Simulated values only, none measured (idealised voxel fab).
Title: Process Module voxel self aligned contacts
We display cut, a cross-section 205 nm in width whose square cells are each 5 nm.
This document writes a cross-section as a grid whose cells are square, and gives it as bands, listed from the top down; one or more rows of cells form a band.
It is stipulated that each band's entry specify, in nanometres, the height of the top of the band and then that of its bottom, followed by the materials of the band in left-to-right sequence, each together with its width in nanometres. A single material marked by the word "edge to edge" is understood to fill the band from edge to edge; the word "blank" is understood to denote empty space.
Beneath 0, the wafer as received is one material, and that level is where height counting begins. The lowest band goes on downward without a bottom; it is written like "0 -> down".
When a width is written as two numbers, as in "30->40", the first number is the width in the top row of cells of the band and the second is the width in its bottom row, and the width changes by the same amount from each row to the next.
Step marked "no modification"? Then no cell in the cross-section changed in it.
Empty spaces without an open route to the top, at least 8 cells in extent, make up the entry "Sealed internal voids"; each is given as width x height at distance, where the distance is measured from the left edge, and all are in nm.
Post-settings text on a step line: simulator's own remark regarding the step.
If you see "overlay nm" on a step's line and that step has a mask, it's telling you how far right of where it was planned the mask ended up; a negative number means it went left instead.

List of planned process steps:
1: RECEIVE [material Si]
2: OXIDIZE [depth nm 5]
3: DIRECTIONAL_DEP [material polySi] [thk nm 30]
4: DIRECTIONAL_DEP [material SiN] [thk nm 20]
5: MASKED_ETCH [tone cover] [mask id GATE] [width nm 25] [pitch nm 50] [etch materials SiN] [depth nm 20] [overlay nm 0]
6: MASKED_ETCH [tone cover] [mask id GATE] [width nm 25] [pitch nm 50] [etch materials polySi] [depth nm 30] [overlay nm 0]
7: CONFORMAL_DEP [material SiN] [thk nm 5]
8: DIRECTIONAL_ETCH [etch materials SiN] [depth nm 5]
9: FILL_DEP [material SiO2] [thk nm 10]
10: CMP [height nm 55]
11: DIRECTIONAL_DEP [material aC] [thk nm 10]
12: PATTERN [tone open] [mask id CONTACT] [material resist] [width nm 25] [thk nm 25] [overlay nm 0]
13: DIRECTIONAL_ETCH [etch materials aC] [depth nm 10]
14: STRIP [etch materials resist]
15: DIRECTIONAL_ETCH [etch materials SiO2] [depth nm 60]
16: STRIP [etch materials aC]
17: CONFORMAL_DEP [material TiN] [thk nm 5]
18: FILL_DEP [material W] [thk nm 10]
19: CMP [height nm 55]
20: CONFORMAL_DEP [material SiCN] [thk nm 5]
Be aware that, although all wafers share a common starting state, the width nm at step 12 differs among them, and the plan displays the first wafer's value.

first wafer as received, after step 1:
* 0 -> down | Si edge to edge
* Sealed internal voids: none

Cross-section of the first of several wafers, taken after step 20, where the module ends:
* 60 -> 55 | SiCN edge to edge
* 55 -> 50 | SiO2 90 nm | TiN 10 nm | W 5 nm | TiN 10 nm | SiO2 90 nm
* 50 -> 30 | SiO2 60 nm | SiN 35 nm | TiN 5 nm | W 5 nm | TiN 5 nm | SiN 35 nm | SiO2 60 nm
* 30 -> 0 | SiO2 60 nm | SiN 5 nm | polySi 25 nm | SiN 5 nm | TiN 5 nm | W 5 nm | TiN 5 nm | SiN 5 nm | polySi 25 nm | SiN 5 nm | SiO2 60 nm
* 0 -> -5 | SiO2 95 nm | TiN 15 nm | SiO2 95 nm
* -5 -> down | Si edge to edge
* Sealed internal voids: none

Cross-section, module end, final of several wafers:
* 60 -> 55 | SiCN edge to edge
* 55 -> 50 | SiO2 80 nm | TiN 20 nm | W 5 nm | TiN 25 nm | SiO2 75 nm
* 50 -> 30 | SiO2 60 nm | SiN 35 nm | TiN 5 nm | W 5 nm | TiN 5 nm | SiN 35 nm | SiO2 60 nm
* 30 -> 0 | SiO2 60 nm | SiN 5 nm | polySi 25 nm | SiN 5 nm | TiN 5 nm | W 5 nm | TiN 5 nm | SiN 5 nm | polySi 25 nm | SiN 5 nm | SiO2 60 nm
* 0 -> -5 | SiO2 95 nm | TiN 15 nm | SiO2 95 nm
* -5 -> down | Si edge to edge
* Sealed internal voids: none

Gained (+) or lost (-) cells of each material since receipt, then closed voids: one row per wafer, at the end of the module:
width nm 25 | -41 Si | +41 SiCN | +80 SiN | +314 SiO2 | +27 TiN | +11 W | +60 polySi | Sealed internal voids: none
width nm 30 | -41 Si | +41 SiCN | +80 SiN | +313 SiO2 | +28 TiN | +11 W | +60 polySi | Sealed internal voids: none
width nm 35 | -41 Si | +41 SiCN | +80 SiN | +312 SiO2 | +29 TiN | +11 W | +60 polySi | Sealed internal voids: none
width nm 40 | -41 Si | +41 SiCN | +80 SiN | +311 SiO2 | +30 TiN | +11 W | +60 polySi | Sealed internal voids: none
width nm 45 | -41 Si | +41 SiCN | +80 SiN | +310 SiO2 | +31 TiN | +11 W | +60 polySi | Sealed internal voids: none
width nm 50 | -41 Si | +41 SiCN | +80 SiN | +309 SiO2 | +32 TiN | +11 W | +60 polySi | Sealed internal voids: none
